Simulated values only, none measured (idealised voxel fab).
The document below concerns the process module designated voxel trench capacitor.
FYI the section here is cut, 205 nm wide, cells are 5 nm squares.
This document writes a cross-section as a grid whose cells are square, and gives it as bands, listed from the top down; one or more rows of cells form a band. Basically the band line says how high the top is and how high the bottom is, in nm, and then what's in it from left to right, every material with its width in nm. Empty space shows up as "air", and if a single material carries "edge to edge" it runs the full band edge to edge. Convention: height 0 is the level below which the wafer, as received, is all one material. The lowest band does not terminate at the bottom but continues downward, represented as "top 0, no bottom". Quick explanation for "30 to 40": the width changes in equal steps down the rows of cells, from the first number in the band's top row to the second number in its bottom row. Where a step carries "remained the same", the cross-section came out of it unchanged, cell for cell. Basically, "Enclosed cavities" tells you about the enclosed voids: empty spaces with no open way to the top, 8 cells or bigger, each written width x height at distance, where distance is from the left edge, all in nm. Heads up: the bit after the settings on a step's line is the simulator's remark on that step. overlay nm: step with mask; distance mask lay right of planned place; negative value = left of planned place.

-- The process steps that were planned are listed below
step 1: RECEIVE (material Si)
step 2: CONFORMAL_DEP (material SiN; thk nm 10)
step 3: DIRECTIONAL_DEP (material aC; thk nm 15)
step 4: PATTERN (tone open; mask id TRENCH; material resist; width nm 25; pitch nm 45; thk nm 35; overlay nm 0)
step 5: DIRECTIONAL_ETCH (etch materials aC; depth nm 15)
step 6: STRIP (etch materials resist)
step 7: DIRECTIONAL_ETCH (etch materials SiN; depth nm 10)
step 8: DIRECTIONAL_ETCH (etch materials Si; depth nm 40)
step 9: STRIP (etch materials aC)
step 10: CONFORMAL_DEP (material HfO2; thk nm 5)
step 11: CONFORMAL_DEP (material TiN; thk nm 5)
step 12: FILL_DEP (material W; thk nm 5)
step 13: CMP (height nm 10)

-- Wafer as received: cross-section following step 1
- top 0, no bottom | Si edge to edge
- Enclosed cavities: none

-- Cross-section: first of two wafers, module finished, run according to plan
- top 10, bottom 0 | SiN=65  HfO2=5  TiN=5  W=5  TiN=5  HfO2=5  SiN=20  HfO2=5  TiN=5  W=5  TiN=5  HfO2=5  SiN=70
- top 0, bottom -30 | Si=65  HfO2=5  TiN=5  W=5  TiN=5  HfO2=5  Si=20  HfO2=5  TiN=5  W=5  TiN=5  HfO2=5  Si=70
- top -30, bottom -35 | Si=65  HfO2=5  TiN=15  HfO2=5  Si=20  HfO2=5  TiN=15  HfO2=5  Si=70
- top -35, bottom -40 | Si=65  HfO2=25  Si=20  HfO2=25  Si=70
- top -40, no bottom | Si edge to edge
- Enclosed cavities: none

-- Cross-sectional view of the second of two wafers upon completion of the module. This wafer shared its starting condition and process plan with the first; one error was made during its execution
- top 10, bottom 0 | SiN=65  HfO2=5  TiN=5  W=5  TiN=5  HfO2=5  SiN=20  HfO2=5  TiN=5  W=5  TiN=5  HfO2=5  SiN=70
- top 0, bottom -35 | Si=65  HfO2=5  TiN=5  W=5  TiN=5  HfO2=5  Si=20  HfO2=5  TiN=5  W=5  TiN=5  HfO2=5  Si=70
- top -35, bottom -40 | Si=65  HfO2=5  TiN=15  HfO2=5  Si=20  HfO2=5  TiN=15  HfO2=5  Si=70
- top -40, bottom -45 | Si=65  HfO2=25  Si=20  HfO2=25  Si=70
- top -45, no bottom | Si edge to edge
- Enclosed cavities: none
Heads up, the wafer didn't run the way we planned it: note that step 8 departed from the planned setting and was carried out as DIRECTIONAL_ETCH (etch materials Si; depth nm 45)
In the final state, the cell counts of the second wafer exceed or fall short of those of the first for the following materials: 4 more of HfO2; 10 fewer of Si; 4 more of TiN; 2 more of W
